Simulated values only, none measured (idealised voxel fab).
process module | voxel transistor to metal
This is section cut - it's 275 nm across, gridded in 5 nm square cells.
When this document writes out a cross-section, it uses a grid of square cells and lists it as bands, beginning at the top and moving down, with a band standing for one or more rows of cells. This entry defines a band. It first specifies the height of the band's top and the height of its bottom in nm, and then specifies the band's materials from left to right, stating each material with its width in nm. The word "edge to edge" identifies a single material that fills the band from edge to edge, while the word "empty" identifies empty space. It should be noted that heights are counted from 0, beneath which the wafer as supplied is of one material throughout, and that the lowest band possesses no lower boundary but continues downward, as written in "from 0 down". It should be noted that a width expressed as "30->40" varies in equal increments from row to row of cells within the band, taking the value of the first number at the top row and that of the second number at the bottom row. For the purposes of this document, the phrase "nothing different" attached to a step denotes that no cell within the cross-section was modified by that step. The list in "Voids, sealed" covers empty spaces of 8 cells or more that cannot reach the top through any open way, and it gives each as width x height at distance; the distance is from the left edge, and width, height and distance are in nm. Step line, after settings: the simulator's comment on this step. For masked steps, "overlay nm" on the step line gives how far right of plan the mask actually lay; a minus sign means it lay to the left.

[Planned step list for the process]
1,op RECEIVE | material Si
2,op CONFORMAL_DEP | material SiO2 | thk nm 5
3,op CONFORMAL_DEP | material SiN | thk nm 10
4,op DIRECTIONAL_DEP | material aC | thk nm 10
5,op PATTERN | tone cover | mask id ACTIVE | material resist | width nm 105 | pitch nm 125 | thk nm 30 | overlay nm 0
6,op DIRECTIONAL_ETCH | etch materials aC | depth nm 5
7,op STRIP | etch materials resist
8,op DIRECTIONAL_ETCH | etch materials SiN | depth nm 10
9,op DIRECTIONAL_ETCH | etch materials SiO2 | depth nm 5
10,op DIRECTIONAL_ETCH | etch materials Si | depth nm 20
11,op STRIP | etch materials aC
12,op OXIDIZE | depth nm 5
13,op FILL_DEP | material SiO2 | thk nm 15
14,op CMP | height nm 15
15,op SELECTIVE_ETCH | etch materials SiO2 | depth nm 10
16,op STRIP | etch materials SiN
17,op SELECTIVE_ETCH | etch materials SiO2 | depth nm 5
18,op OXIDIZE | depth nm 5
19,op DIRECTIONAL_DEP | material polySi | thk nm 25
20,op DIRECTIONAL_DEP | material SiCN | thk nm 15
21,op PATTERN | tone cover | mask id GATE | material resist | width nm 25 | pitch nm 125 | thk nm 15 | overlay nm 0
22,op DIRECTIONAL_ETCH | etch materials SiCN | depth nm 25
23,op DIRECTIONAL_ETCH | etch materials polySi | depth nm 35
24,op STRIP | etch materials resist
25,op CONFORMAL_DEP | material SiO2 | thk nm 5
26,op DIRECTIONAL_ETCH | etch materials SiO2 | depth nm 5
27,op CONFORMAL_DEP | material SiN | thk nm 10
28,op DIRECTIONAL_ETCH | etch materials SiN | depth nm 10
29,op DIRECTIONAL_ETCH | etch materials SiO2 | depth nm 5
30,op EPI | material SiGe | thk nm 5
31,op FILL_DEP | material SiO2 | thk nm 10
32,op CMP | height nm 25
33,op STRIP | etch materials polySi
34,op SELECTIVE_ETCH | etch materials SiO2 | depth nm 5
35,op CONFORMAL_DEP | material HfO2 | thk nm 5
36,op CONFORMAL_DEP | material TiN | thk nm 5
37,op FILL_DEP | material W | thk nm 5
38,op CMP | height nm 20
39,op DIRECTIONAL_DEP | material SiO2 | thk nm 10
40,op MASKED_ETCH | tone open | mask id CONTACT | width nm 15 | etch materials SiO2 | depth nm 30 | overlay nm 0
41,op CONFORMAL_DEP | material TiN | thk nm 5
42,op FILL_DEP | material Ru | thk nm 5
43,op CMP | height nm 30
44,op DIRECTIONAL_DEP | material TiN | thk nm 5
45,op DIRECTIONAL_DEP | material Ru | thk nm 25
46,op PATTERN | tone cover | mask id METAL_1 | material resist | width nm 15 | thk nm 20 | overlay nm 0
47,op DIRECTIONAL_ETCH | etch materials Ru | depth nm 25
48,op DIRECTIONAL_ETCH | etch materials TiN | depth nm 5
49,op STRIP | etch materials resist
50,op FILL_DEP | material lowk | thk nm 5
51,op CMP | height nm 60
52,op CONFORMAL_DEP | material SiN | thk nm 5
All wafers enter the flow in the same state. The depth nm at step 6 differs from wafer to wafer, and the plan gives the value for the first wafer.

[The first of several wafers as received, shown in cross-section; this is its state after step 1]
* from 0 down = Si edge to edge
* Voids, sealed: none

[Take a look at the first of several wafers in cross-section: the module is done, and step 52 was its last step]
* from 65 to 60 = SiN edge to edge
* from 60 to 35 = lowk (25), Ru (15), lowk (65), Ru (15), lowk (30), Ru (15), lowk (65), Ru (15), lowk (30)
* from 35 to 30 = lowk (25), TiN (15), lowk (65), TiN (15), lowk (30), TiN (15), lowk (65), TiN (15), lowk (30)
* from 30 to 20 = SiO2 (25), TiN (5), Ru (5), TiN (5), SiO2 (65), TiN (5), Ru (5), TiN (5), SiO2 (30), TiN (5), Ru (5), TiN (5), SiO2 (65), TiN (5), Ru (5), TiN (5), SiO2 (30)
* from 20 to 5 = SiO2 (25), TiN (5), Ru (5), TiN (5), SiO2 (5), SiN (10), HfO2 (5), TiN (5), W (15), TiN (5), HfO2 (5), SiN (10), SiO2 (5), TiN (5), Ru (5), TiN (5), SiO2 (30), TiN (5), Ru (5), TiN (5), SiO2 (5), SiN (10), HfO2 (5), TiN (5), W (15), TiN (5), HfO2 (5), SiN (10), SiO2 (5), TiN (5), Ru (5), TiN (5), SiO2 (30)
* from 5 to 0 = SiO2 (25), TiN (15), SiO2 (5), SiN (10), HfO2 (5), TiN (25), HfO2 (5), SiN (10), SiO2 (5), TiN (15), SiO2 (30), TiN (15), SiO2 (5), SiN (10), HfO2 (5), TiN (25), HfO2 (5), SiN (10), SiO2 (5), TiN (15), SiO2 (30)
* from 0 to -5 = SiGe (45), SiO2 (10), HfO2 (35), SiO2 (10), SiGe (70), SiO2 (10), HfO2 (35), SiO2 (10), SiGe (50)
* from -5 down = Si edge to edge
* Voids, sealed: none

[The final wafer, sectioned at module end]
* from 65 to 60 = SiN edge to edge
* from 60 to 35 = lowk (25), Ru (15), lowk (65), Ru (15), lowk (30), Ru (15), lowk (65), Ru (15), lowk (30)
* from 35 to 30 = lowk (25), TiN (15), lowk (65), TiN (15), lowk (30), TiN (15), lowk (65), TiN (15), lowk (30)
* from 30 to 20 = SiO2 (25), TiN (5), Ru (5), TiN (5), SiO2 (65), TiN (5), Ru (5), TiN (5), SiO2 (30), TiN (5), Ru (5), TiN (5), SiO2 (65), TiN (5), Ru (5), TiN (5), SiO2 (30)
* from 20 to 5 = SiO2 (25), TiN (5), Ru (5), TiN (5), SiO2 (5), SiN (10), HfO2 (5), TiN (5), W (15), TiN (5), HfO2 (5), SiN (10), SiO2 (5), TiN (5), Ru (5), TiN (5), SiO2 (30), TiN (5), Ru (5), TiN (5), SiO2 (5), SiN (10), HfO2 (5), TiN (5), W (15), TiN (5), HfO2 (5), SiN (10), SiO2 (5), TiN (5), Ru (5), TiN (5), SiO2 (30)
* from 5 to 0 = SiO2 (25), TiN (15), SiO2 (5), SiN (10), HfO2 (5), TiN (25), HfO2 (5), SiN (10), SiO2 (5), TiN (15), SiO2 (30), TiN (15), SiO2 (5), SiN (10), HfO2 (5), TiN (25), HfO2 (5), SiN (10), SiO2 (5), TiN (15), SiO2 (30)
* from 0 to -5 = SiO2 (20), SiGe (25), SiO2 (10), HfO2 (35), SiO2 (10), SiGe (25), SiO2 (20), SiGe (25), SiO2 (10), HfO2 (35), SiO2 (10), SiGe (25), SiO2 (25)
* from -5 to -25 = SiO2 (25), Si (95), SiO2 (30), Si (95), SiO2 (30)
* from -25 down = Si edge to edge
* Voids, sealed: none

[Below is a per-wafer table. In it, each row describes the wafer at the end of the module by giving, for each material, the number of cells gained (+) or lost (-) since the wafer was received, and after that the closed voids of the wafer]
depth nm 5 | +30 HfO2 | +80 Ru | -55 Si | +33 SiGe | +87 SiN | +178 SiO2 | +86 TiN | +18 W | +258 lowk | Voids, sealed: none
depth nm 10 | +30 HfO2 | +80 Ru | -123 Si | +20 SiGe | +87 SiN | +259 SiO2 | +86 TiN | +18 W | +258 lowk | Voids, sealed: none
depth nm 15 | +30 HfO2 | +80 Ru | -123 Si | +20 SiGe | +87 SiN | +259 SiO2 | +86 TiN | +18 W | +258 lowk | Voids, sealed: none
depth nm 20 | +30 HfO2 | +80 Ru | -123 Si | +20 SiGe | +87 SiN | +259 SiO2 | +86 TiN | +18 W | +258 lowk | Voids, sealed: none
depth nm 25 | +30 HfO2 | +80 Ru | -123 Si | +20 SiGe | +87 SiN | +259 SiO2 | +86 TiN | +18 W | +258 lowk | Voids, sealed: none
